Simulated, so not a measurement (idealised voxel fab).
Documented hereafter: the process module known as voxel wiring stack.
290 nm wide, 5 nm square cells: that's cross-section cut.
Just so we're on the same page, the cross-sections are grids of square cells, and they're listed out in bands top to bottom, each band one or more rows deep.
Quick guide to a band line: top height, bottom height (nm) up front; then every material left to right with its width in nm. Only one material and it's marked "throughout"? Then it fills the band edge to edge. And "blank" just means empty space.
Where do heights start? At 0: under that level the wafer as delivered is made of one material only. And the lowest band has no floor; it just carries on downward, as in "0 and below".
Note: "30..40" means the width goes from the first number (top row of the band) to the second number (bottom row) in equal steps per row of cells.
Step note "all unchanged" = no cross-section cell changed.
The entry titled "Enclosed void listing" provides the empty spaces that have no open way to the top, restricted to those of 8 cells or more. Each is presented as width x height at distance, the distance being measured from the left edge, with all three in nm.
Heads up: the bit after the settings on a step's line is the simulator's remark on that step.
Each step line may optionally specify "overlay nm", which for a step with a mask gives the rightward distance between the mask's planned place and where it lay, a negative value indicating the leftward direction.

Set out below are the planned steps of the process
1: op RECEIVE | material Si
2: op CONFORMAL_DEP | material SiO2 | thk nm 10
3: op CONFORMAL_DEP | material SiCN | thk nm 5
4: op DIRECTIONAL_DEP | material lowk | thk nm 15
5: op MASKED_ETCH | tone open | mask id METAL_1 | width nm 25 | pitch nm 50 | etch materials lowk | depth nm 15 | overlay nm 0
6: op MASKED_ETCH | tone open | mask id METAL_1 | width nm 25 | pitch nm 50 | etch materials SiCN | depth nm 5 | overlay nm 0
7: op CONFORMAL_DEP | material TiN | thk nm 5
8: op FILL_DEP | material Ru | thk nm 5
9: op CMP | height nm 30
10: op CONFORMAL_DEP | material SiCN | thk nm 5
11: op DIRECTIONAL_DEP | material SiO2 | thk nm 20
12: op PATTERN | tone open | mask id PLUG_1 | material resist | width nm 15 | pitch nm 50 | thk nm 15 | overlay nm 0
13: op DIRECTIONAL_ETCH | etch materials SiO2 | depth nm 20
14: op DIRECTIONAL_ETCH | etch materials SiCN | depth nm 5
15: op STRIP | etch materials resist
16: op CONFORMAL_DEP | material TiN | thk nm 5
17: op FILL_DEP | material W | thk nm 5
18: op CMP | height nm 55
19: op CONFORMAL_DEP | material SiCN | thk nm 5
20: op DIRECTIONAL_DEP | material SiO2 | thk nm 20
21: op PATTERN | tone open | mask id METAL_2 | material resist | width nm 25 | pitch nm 50 | thk nm 15 | overlay nm 0
22: op DIRECTIONAL_ETCH | etch materials SiO2 | depth nm 20
23: op DIRECTIONAL_ETCH | etch materials SiCN | depth nm 5
24: op STRIP | etch materials resist
25: op CONFORMAL_DEP | material TiN | thk nm 5
26: op FILL_DEP | material Cu | thk nm 5
27: op CMP | height nm 80
28: op CONFORMAL_DEP | material SiCN | thk nm 5

Received-state cross-section, reflecting completion of step 1
* 0 and below = Si throughout
* Enclosed void listing: none

One mistake in running the module, otherwise start and plan as above: cross-section at the end
* 85 down to 80 = SiCN throughout
* 80 down to 60 = SiO2 105  TiN 5  Cu 15  TiN 5  SiO2 25  TiN 5  Cu 15  TiN 5  SiO2 110
* 60 down to 55 = SiCN 105  TiN 25  SiCN 25  TiN 25  SiCN 110
* 55 down to 35 = SiO2 105  TiN 5  W 5  TiN 5  SiO2 35  TiN 5  W 5  TiN 5  SiO2 120
* 35 down to 30 = SiCN 105  TiN 15  SiCN 35  TiN 15  SiCN 120
* 30 down to 20 = lowk 105  TiN 5  Ru 15  TiN 5  lowk 25  TiN 5  Ru 15  TiN 5  lowk 110
* 20 down to 15 = lowk 105  TiN 10  Ru 5  TiN 10  lowk 25  TiN 10  Ru 5  TiN 10  lowk 110
* 15 down to 10 = SiCN 110  TiN 15  SiCN 35  TiN 15  SiCN 115
* 10 down to 0 = SiO2 throughout
* 0 and below = Si throughout
* Enclosed void listing: none
Nonconformance to the process plan: step 6 did not happen as planned, as run it was op MASKED_ETCH | tone open | mask id METAL_1 | width nm 15 | pitch nm 50 | etch materials SiCN | depth nm 5 | overlay nm 0
